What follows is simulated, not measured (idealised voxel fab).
The process module presented herein is designated voxel wiring stack.
The width of the displayed cross-section, cut, is 140 nm; its cells are square, with a size of 5 nm.
A cross-section is written here as square cells arranged in a grid, and it is given in bands from the top down, each band taking up one or more rows of cells. This entry defines a band. It first specifies the height of the band's top and the height of its bottom in nm, and then specifies the band's materials from left to right, stating each material with its width in nm. The word "all across" identifies a single material that fills the band from edge to edge, while the word "blank" identifies empty space. Ref level 0: as-received wafer is one material below here. Bottom band extends down with no lower bound ("from 0 down"). Quick explanation for "30..40": the width changes in equal steps down the rows of cells, from the first number in the band's top row to the second number in its bottom row. Where a step carries "no modifications", the cross-section came out of it unchanged, cell for cell. Enclosed voids (no open way to top), threshold 8 cells or more, entry "Enclosed void listing", notation width x height at distance, distance from left edge, nm. Past the settings on a step's line: simulator remark, on that step. overlay nm: where the mask lay relative to plan, measured to the right, on steps with a mask; negatives go left.

[Process steps (planned)]
step 1: RECEIVE,material Si
step 2: CONFORMAL_DEP,material SiO2,thk nm 10
step 3: CONFORMAL_DEP,material SiN,thk nm 5
step 4: DIRECTIONAL_DEP,material lowk,thk nm 15
step 5: PATTERN,tone open,mask id METAL_1,material resist,width nm 30,pitch nm 50,thk nm 20,overlay nm 0
step 6: DIRECTIONAL_ETCH,etch materials lowk,depth nm 15
step 7: DIRECTIONAL_ETCH,etch materials SiN,depth nm 5
step 8: STRIP,etch materials resist
step 9: CONFORMAL_DEP,material TiN,thk nm 5
step 10: FILL_DEP,material Cu,thk nm 5
step 11: CMP,height nm 30
step 12: CONFORMAL_DEP,material SiCN,thk nm 5
step 13: DIRECTIONAL_DEP,material SiO2,thk nm 30
step 14: MASKED_ETCH,tone open,mask id METAL_2_HOLES,width nm 15,pitch nm 50,etch materials SiO2,depth nm 30,overlay nm 0
step 15: DIRECTIONAL_DEP,material aC,thk nm 15
step 16: PATTERN,tone open,mask id METAL_2,material resist,width nm 30,pitch nm 50,thk nm 30,overlay nm 0
step 17: DIRECTIONAL_ETCH,etch materials aC,depth nm 15
step 18: STRIP,etch materials resist
step 19: DIRECTIONAL_ETCH,etch materials SiO2,depth nm 15
step 20: DIRECTIONAL_ETCH,etch materials SiCN,depth nm 5
step 21: STRIP,etch materials aC
step 22: CONFORMAL_DEP,material TiN,thk nm 5
step 23: FILL_DEP,material Cu,thk nm 5
step 24: CMP,height nm 65
step 25: CONFORMAL_DEP,material SiCN,thk nm 5
step 26: DIRECTIONAL_DEP,material lowk,thk nm 10
step 27: PATTERN,tone open,mask id PLUG_2,material resist,width nm 15,pitch nm 50,thk nm 15,overlay nm 0
step 28: DIRECTIONAL_ETCH,etch materials lowk,depth nm 10
step 29: DIRECTIONAL_ETCH,etch materials SiCN,depth nm 5
step 30: STRIP,etch materials resist
step 31: EPI,material Ru,thk nm 10
step 32: EPI,material Ru,thk nm 5
step 33: CONFORMAL_DEP,material SiCN,thk nm 5
step 34: DIRECTIONAL_DEP,material lowk,thk nm 15
step 35: PATTERN,tone open,mask id METAL_3,material resist,width nm 30,pitch nm 50,thk nm 20,overlay nm 0
step 36: DIRECTIONAL_ETCH,etch materials lowk,depth nm 15
step 37: DIRECTIONAL_ETCH,etch materials SiCN,depth nm 5
step 38: STRIP,etch materials resist
step 39: CONFORMAL_DEP,material TiN,thk nm 5
step 40: FILL_DEP,material Ru,thk nm 5
step 41: CMP,height nm 100
step 42: EPI,material Ru,thk nm 5
step 43: FILL_DEP,material SiCN,thk nm 5
step 44: DIRECTIONAL_DEP,material lowk,thk nm 30
step 45: PATTERN,tone open,mask id METAL_4_HOLES,material resist,width nm 15,thk nm 20,overlay nm 0
step 46: DIRECTIONAL_ETCH,etch materials lowk,depth nm 30
step 47: STRIP,etch materials resist
step 48: PATTERN,tone open,mask id METAL_4,material resist,width nm 30,pitch nm 50,thk nm 15,overlay nm -15
step 49: DIRECTIONAL_ETCH,etch materials lowk,depth nm 15
step 50: DIRECTIONAL_ETCH,etch materials SiCN,depth nm 5
step 51: STRIP,etch materials resist
step 52: CONFORMAL_DEP,material TiN,thk nm 5
step 53: FILL_DEP,material Cu,thk nm 10
step 54: CMP,height nm 140
step 55: CONFORMAL_DEP,material SiN,thk nm 5
Heads up: all these wafers start the same, and what changes between them is the overlay nm in step 48. The value you see in the plan is just what the first wafer got.

[Incoming state of the first of several wafers in cross-section: after step 1]
	from 0 down = Si all across
	Enclosed void listing: none

[Cross-section, first of several wafers, end of module, after last step 55]
	from 145 to 140 = SiN all across
	from 140 to 130 = lowk: 15; TiN: 5; Cu: 20; TiN: 5; lowk: 20; TiN: 5; Cu: 20; TiN: 5; lowk: 45
	from 130 to 125 = lowk: 15; TiN: 20; Cu: 5; TiN: 5; lowk: 20; TiN: 30; lowk: 45
	from 125 to 110 = lowk: 30; TiN: 5; Cu: 5; TiN: 5; lowk: 95
	from 110 to 105 = SiCN: 30; TiN: 15; SiCN: 95
	from 105 to 100 = SiCN: 25; Ru: 40; SiCN: 10; Ru: 40; SiCN: 25
	from 100 to 85 = lowk: 30; TiN: 5; Ru: 20; TiN: 5; lowk: 20; TiN: 5; Ru: 20; TiN: 5; lowk: 30
	from 85 to 80 = SiCN: 30; TiN: 30; SiCN: 20; TiN: 30; SiCN: 30
	from 80 to 70 = lowk: 30; Ru: 15; lowk: 35; Ru: 15; lowk: 45
	from 70 to 65 = SiCN: 30; Ru: 15; SiCN: 35; Ru: 15; SiCN: 45
	from 65 to 55 = SiO2: 30; TiN: 5; Cu: 20; TiN: 5; SiO2: 20; TiN: 5; Cu: 20; TiN: 5; SiO2: 30
	from 55 to 50 = SiO2: 30; TiN: 5; Cu: 5; TiN: 20; SiO2: 20; TiN: 5; Cu: 5; TiN: 20; SiO2: 30
	from 50 to 35 = SiO2: 30; TiN: 5; Cu: 5; TiN: 5; SiO2: 35; TiN: 5; Cu: 5; TiN: 5; SiO2: 45
	from 35 to 30 = SiCN: 30; TiN: 15; SiCN: 35; TiN: 15; SiCN: 45
	from 30 to 15 = lowk: 30; TiN: 5; Cu: 20; TiN: 5; lowk: 20; TiN: 5; Cu: 20; TiN: 5; lowk: 30
	from 15 to 10 = SiN: 30; TiN: 30; SiN: 20; TiN: 30; SiN: 30
	from 10 to 0 = SiO2 all across
	from 0 down = Si all across
	Enclosed void listing: none

[Final wafer cross-section at module end]
	from 145 to 140 = SiN all across
	from 140 to 130 = lowk: 30; TiN: 5; Cu: 35; TiN: 5; lowk: 20; TiN: 5; Cu: 20; TiN: 5; lowk: 15
	from 130 to 125 = lowk: 30; TiN: 5; Cu: 5; TiN: 35; lowk: 20; TiN: 30; lowk: 15
	from 125 to 115 = lowk: 30; TiN: 5; Cu: 5; TiN: 5; lowk: 95
	from 115 to 110 = lowk: 30; TiN: 15; lowk: 95
	from 110 to 105 = SiCN all across
	from 105 to 100 = SiCN: 25; Ru: 40; SiCN: 10; Ru: 40; SiCN: 25
	from 100 to 85 = lowk: 30; TiN: 5; Ru: 20; TiN: 5; lowk: 20; TiN: 5; Ru: 20; TiN: 5; lowk: 30
	from 85 to 80 = SiCN: 30; TiN: 30; SiCN: 20; TiN: 30; SiCN: 30
	from 80 to 70 = lowk: 30; Ru: 15; lowk: 35; Ru: 15; lowk: 45
	from 70 to 65 = SiCN: 30; Ru: 15; SiCN: 35; Ru: 15; SiCN: 45
	from 65 to 55 = SiO2: 30; TiN: 5; Cu: 20; TiN: 5; SiO2: 20; TiN: 5; Cu: 20; TiN: 5; SiO2: 30
	from 55 to 50 = SiO2: 30; TiN: 5; Cu: 5; TiN: 20; SiO2: 20; TiN: 5; Cu: 5; TiN: 20; SiO2: 30
	from 50 to 35 = SiO2: 30; TiN: 5; Cu: 5; TiN: 5; SiO2: 35; TiN: 5; Cu: 5; TiN: 5; SiO2: 45
	from 35 to 30 = SiCN: 30; TiN: 15; SiCN: 35; TiN: 15; SiCN: 45
	from 30 to 15 = lowk: 30; TiN: 5; Cu: 20; TiN: 5; lowk: 20; TiN: 5; Cu: 20; TiN: 5; lowk: 30
	from 15 to 10 = SiN: 30; TiN: 30; SiN: 20; TiN: 30; SiN: 30
	from 10 to 0 = SiO2 all across
	from 0 down = Si all across
	Enclosed void listing: none

[What follows is a table in which each wafer occupies a row; for the wafer as it stands at the close of the module, the row states, material by material, how many cells have been gained (+) or lost (-) since receipt, and then gives its closed voids]
overlay nm -15 | +68 Cu | +58 Ru | +97 SiCN | +44 SiN | +170 SiO2 | +112 TiN | +263 lowk | Enclosed void listing: none
overlay nm -10 | +68 Cu | +58 Ru | +97 SiCN | +44 SiN | +170 SiO2 | +112 TiN | +263 lowk | Enclosed void listing: none
overlay nm -5 | +68 Cu | +58 Ru | +97 SiCN | +44 SiN | +170 SiO2 | +112 TiN | +263 lowk | Enclosed void listing: none
overlay nm 0 | +68 Cu | +58 Ru | +97 SiCN | +44 SiN | +170 SiO2 | +112 TiN | +263 lowk | Enclosed void listing: none
overlay nm 5 | +69 Cu | +58 Ru | +98 SiCN | +44 SiN | +170 SiO2 | +113 TiN | +260 lowk | Enclosed void listing: none
overlay nm 10 | +71 Cu | +58 Ru | +99 SiCN | +44 SiN | +170 SiO2 | +113 TiN | +257 lowk | Enclosed void listing: none
overlay nm 15 | +73 Cu | +58 Ru | +100 SiCN | +44 SiN | +170 SiO2 | +113 TiN | +254 lowk | Enclosed void listing: none
